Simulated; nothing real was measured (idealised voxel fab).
The following is a process module called voxel tone inversion.
275 nm wide, 5 nm square cells: that's cross-section cut.
Each cross-section below is a grid of square cells, stated as bands in top-down order, with one or more rows of cells making up each band.
The band entry comprises the height of the band's top followed by the height of its bottom, expressed in nm, and subsequently the band's materials from left to right, each stated together with its width in nm. Where a single material is marked with the word "throughout", that material fills the band from edge to edge. The word "air" represents empty space.
It should be noted that heights are counted from 0, beneath which the wafer as supplied is of one material throughout, and that the lowest band possesses no lower boundary but continues downward, as written in "z 0 and below".
Note: "30..40" means the width goes from the first number (top row of the band) to the second number (bottom row) in equal steps per row of cells.
A step reported as "stayed the same" is a step in which no cell of the cross-section changed.
Closed empty spaces (no open way to the top) of 8 cells or more are what "Fully closed voids" lists, each as width x height at distance from the left edge, nm for all three.
What comes after the settings on a step's line is commentary from the simulator itself on that step.
Each step line may optionally specify "overlay nm", which for a step with a mask gives the rightward distance between the mask's planned place and where it lay, a negative value indicating the leftward direction.

-- The following list gives the planned process steps
step 1: RECEIVE | material Si
step 2: CONFORMAL_DEP | material SiCN | thk nm 10
step 3: DIRECTIONAL_DEP | material polySi | thk nm 15
step 4: PATTERN | tone cover | mask id POSTS | material resist | width nm 20 | pitch nm 40 | thk nm 25 | overlay nm 0
step 5: DIRECTIONAL_ETCH | etch materials polySi | depth nm 15
step 6: STRIP | etch materials resist
step 7: FILL_DEP | material lowk | thk nm 10
step 8: CMP | height nm 25
step 9: STRIP | etch materials polySi
step 10: CONFORMAL_DEP | material TiN | thk nm 5
step 11: FILL_DEP | material Ru | thk nm 10
step 12: CMP | height nm 25
step 13: CONFORMAL_DEP | material SiN | thk nm 5

-- Incoming wafer, cross-sectional view, post step 1
    z 0 and below = Si throughout
    Fully closed voids: none

-- Cross-section, first of two wafers, end of module, run as planned
    z 30 to 25 = SiN throughout
    z 25 to 15 = lowk=65, TiN=5, Ru=10, TiN=5, lowk=20, TiN=5, Ru=10, TiN=5, lowk=20, TiN=5, Ru=10, TiN=5, lowk=20, TiN=5, Ru=10, TiN=5, lowk=70
    z 15 to 10 = lowk=65, TiN=20, lowk=20, TiN=20, lowk=20, TiN=20, lowk=20, TiN=20, lowk=70
    z 10 to 0 = SiCN throughout
    z 0 and below = Si throughout
    Fully closed voids: none

-- second wafer at the end: like start, like plan, one mistake
    z 45 to 40 = SiN throughout
    z 40 to 30 = Ru throughout
    z 30 to 25 = TiN=70, Ru=10, TiN=30, Ru=10, TiN=30, Ru=10, TiN=30, Ru=10, TiN=75
    z 25 to 15 = lowk=65, TiN=5, Ru=10, TiN=5, lowk=20, TiN=5, Ru=10, TiN=5, lowk=20, TiN=5, Ru=10, TiN=5, lowk=20, TiN=5, Ru=10, TiN=5, lowk=70
    z 15 to 10 = lowk=65, TiN=20, lowk=20, TiN=20, lowk=20, TiN=20, lowk=20, TiN=20, lowk=70
    z 10 to 0 = SiCN throughout
    z 0 and below = Si throughout
    Fully closed voids: none
Here's what went sideways: execution of step 12 of the plan did not take place, the step having been omitted
Final comparison by cell count, materials where the second wafer has more or fewer than the first: Ru: 118 more | TiN: 47 more
